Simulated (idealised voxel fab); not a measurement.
Process module name: voxel wiring stack
The figure presents cross-section cut, which has a width of 220 nm and is divided into square cells with an edge length of 5 nm.
A cross-section is a grid of square cells, given in bands from the top down. A band is one or more rows of cells.
Top height, bottom height, nm. Materials left to right, width each, nm. Single material + "throughout" = fills band edge to edge. "blank" = empty.
Height 0 is the level under which the wafer as received is all one material. The lowest band goes on downwards, as in "0..down".
Width spec "30..40" -> top row of cells at first value, bottom row at second value, equal per-row change in between.
"nothing different" means the step left every cell of the cross-section as it was.
Enclosed voids (no open way to top), threshold 8 cells or more, entry "Closed void register", notation width x height at distance, distance from left edge, nm.
Formally, on a step line, whatever follows the settings is a remark that the simulator itself makes on the step.
You can add "overlay nm" to a step's line. For a step with a mask, it describes how far the mask lay to the right of its planned position, and a negative number describes a lay to the left.

The planned process steps are enumerated hereunder
- 1: RECEIVE: material Si
- 2: CONFORMAL_DEP: material SiO2, thk nm 10
- 3: DIRECTIONAL_DEP: material TiN, thk nm 5
- 4: DIRECTIONAL_DEP: material Ru, thk nm 20
- 5: DIRECTIONAL_DEP: material aC, thk nm 10
- 6: PATTERN: tone cover, mask id METAL_1, material resist, width nm 30, pitch nm 45, thk nm 30, overlay nm 0
- 7: DIRECTIONAL_ETCH: etch materials aC, depth nm 10
- 8: STRIP: etch materials resist
- 9: DIRECTIONAL_ETCH: etch materials Ru, depth nm 20
- 10: DIRECTIONAL_ETCH: etch materials TiN, depth nm 5
- 11: STRIP: etch materials aC
- 12: CONFORMAL_DEP: material SiCN, thk nm 5
- 13: FILL_DEP: material SiO2, thk nm 5
- 14: CMP: height nm 35
- 15: CONFORMAL_DEP: material SiCN, thk nm 5
- 16: DIRECTIONAL_DEP: material lowk, thk nm 30
- 17: DIRECTIONAL_DEP: material aC, thk nm 10
- 18: PATTERN: tone open, mask id METAL_2_HOLES, material resist, width nm 15, thk nm 25, overlay nm 0
- 19: DIRECTIONAL_ETCH: etch materials aC, depth nm 10
- 20: STRIP: etch materials resist
- 21: DIRECTIONAL_ETCH: etch materials lowk, depth nm 30
- 22: STRIP: etch materials aC
- 23: MASKED_ETCH: tone open, mask id METAL_2, width nm 30, pitch nm 45, etch materials lowk, depth nm 15, overlay nm 0
- 24: MASKED_ETCH: tone open, mask id METAL_2, width nm 30, pitch nm 45, etch materials SiCN, depth nm 5, overlay nm 0
- 25: CONFORMAL_DEP: material TiN, thk nm 5
- 26: FILL_DEP: material Ru, thk nm 10
- 27: CMP: height nm 70
- 28: CONFORMAL_DEP: material SiCN, thk nm 5
- 29: DIRECTIONAL_DEP: material lowk, thk nm 10
- 30: PATTERN: tone open, mask id PLUG_2, material resist, width nm 15, thk nm 20, overlay nm 0
- 31: DIRECTIONAL_ETCH: etch materials lowk, depth nm 10
- 32: DIRECTIONAL_ETCH: etch materials SiCN, depth nm 5
- 33: STRIP: etch materials resist
- 34: CONFORMAL_DEP: material TiN, thk nm 5
- 35: FILL_DEP: material W, thk nm 5
- 36: CMP: height nm 85
- 37: CONFORMAL_DEP: material SiCN, thk nm 5
- 38: DIRECTIONAL_DEP: material SiO2, thk nm 15
- 39: PATTERN: tone open, mask id METAL_3, material resist, width nm 30, pitch nm 45, thk nm 15, overlay nm 0
- 40: DIRECTIONAL_ETCH: etch materials SiO2, depth nm 15
- 41: DIRECTIONAL_ETCH: etch materials SiCN, depth nm 5
- 42: STRIP: etch materials resist
- 43: CONFORMAL_DEP: material TiN, thk nm 5
- 44: FILL_DEP: material Ru, thk nm 5
- 45: CMP: height nm 105
- 46: EPI: material Ru, thk nm 5
- 47: FILL_DEP: material SiCN, thk nm 5

Here's what the wafer looked like in cross-section when it arrived - that's after step 1
- 0..down: Si throughout
- Closed void register: none

Final cross-section, module run with one mistake (start and plan as above)
- 115..110: SiCN throughout
- 110..105: 65 SiCN, then 40 Ru, then 5 SiCN, then 40 Ru, then 70 SiCN
- 105..90: 70 SiO2, then 5 TiN, then 20 Ru, then 5 TiN, then 15 SiO2, then 5 TiN, then 20 Ru, then 5 TiN, then 75 SiO2
- 90..85: 70 SiCN, then 30 TiN, then 15 SiCN, then 30 TiN, then 75 SiCN
- 85..75: 65 W, then 5 TiN, then 15 lowk, then 5 TiN, then 130 W
- 75..70: 70 TiN, then 15 SiCN, then 135 TiN
- 70..60: 70 lowk, then 5 TiN, then 20 Ru, then 5 TiN, then 15 lowk, then 5 TiN, then 20 Ru, then 5 TiN, then 75 lowk
- 60..55: 70 lowk, then 5 TiN, then 5 Ru, then 20 TiN, then 15 lowk, then 30 TiN, then 75 lowk
- 55..40: 70 lowk, then 5 TiN, then 5 Ru, then 5 TiN, then 135 lowk
- 40..35: 70 SiCN, then 15 TiN, then 135 SiCN
- 35..15: 65 SiO2, then 5 SiCN, then 30 Ru, then 5 SiCN, then 5 SiO2, then 5 SiCN, then 30 Ru, then 5 SiCN, then 70 SiO2
- 15..10: 70 SiCN, then 30 TiN, then 15 SiCN, then 30 TiN, then 75 SiCN
- 10..0: SiO2 throughout
- 0..down: Si throughout
- Closed void register: none
So what did we get wrong on this run? step 30 was not run as planned; what actually ran was PATTERN: tone cover, mask id PLUG_2, material resist, width nm 15, thk nm 20, overlay nm 0
